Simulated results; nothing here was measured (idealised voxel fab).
The document below concerns the process module designated voxel spacer lines.
Each square cell in cross-section cut measures 5 nm, and the section as a whole is 240 nm wide.
When this document writes out a cross-section, it uses a grid of square cells and lists it as bands, beginning at the top and moving down, with a band standing for one or more rows of cells.
Band entry format. Leading values: height of top, height of bottom, nm. Remainder: materials in left-to-right order, each with its width in nm. Special words: "full width" on a single material, which then fills the band edge to edge; "empty", empty space.
Zero point of the height axis is 0; under it, received wafer = one material. Lowest band: continues down indefinitely, "top 0, no bottom".
Per-row width for "30..40": begins at first number (top row of band), ends at second number (bottom row), increment between rows held constant.
"changes: none" for a step: no cell of the cross-section changed in that step.
Look at "Sealed internal voids" for the closed voids: empty spaces with no open path to the top, sized 8 cells or up. Each is width x height at distance, distance from the left edge, all nm.
Step line, after settings: the simulator's comment on this step.
The setting "overlay nm" may be written on the line of a step. When the step uses a mask, the value reports how far to the right of the planned place the mask lay, and a negative value reports that it lay to the left.
[plan]
1) RECEIVE | material Si
2) CONFORMAL_DEP | material Al2O3 | thk nm 10
3) DIRECTIONAL_DEP | material polySi | thk nm 15
4) DIRECTIONAL_DEP | material aC | thk nm 25
5) PATTERN | tone cover | mask id MANDREL | material resist | width nm 25 | pitch nm 70 | thk nm 30 | overlay nm 0
6) DIRECTIONAL_ETCH | etch materials aC | depth nm 25
7) STRIP | etch materials resist
8) CONFORMAL_DEP | material SiN | thk nm 10
9) DIRECTIONAL_ETCH | etch materials SiN | depth nm 10
10) STRIP | etch materials aC
11) DIRECTIONAL_ETCH | etch materials polySi | depth nm 15
12) STRIP | etch materials SiN
[As received (post step 1): cross-section]
top 0, no bottom | Si full width
Sealed internal voids: none
[Figure: cross-sectional view of the wafer upon completion of the module, processed from the initial state and according to the plan depicted above, with one error introduced during execution]
top 25, bottom 10 | empty 70 / polySi 10 / empty 25 / polySi 10 / empty 25 / polySi 10 / empty 25 / polySi 10 / empty 55
top 10, bottom 0 | Al2O3 full width
top 0, no bottom | Si full width
Sealed internal voids: none
The mistake made against the process plan was this: step 5 was processed under conditions differing from the plan, specifically as PATTERN | tone cover | mask id MANDREL | material resist | width nm 25 | pitch nm 70 | thk nm 30 | overlay nm 10
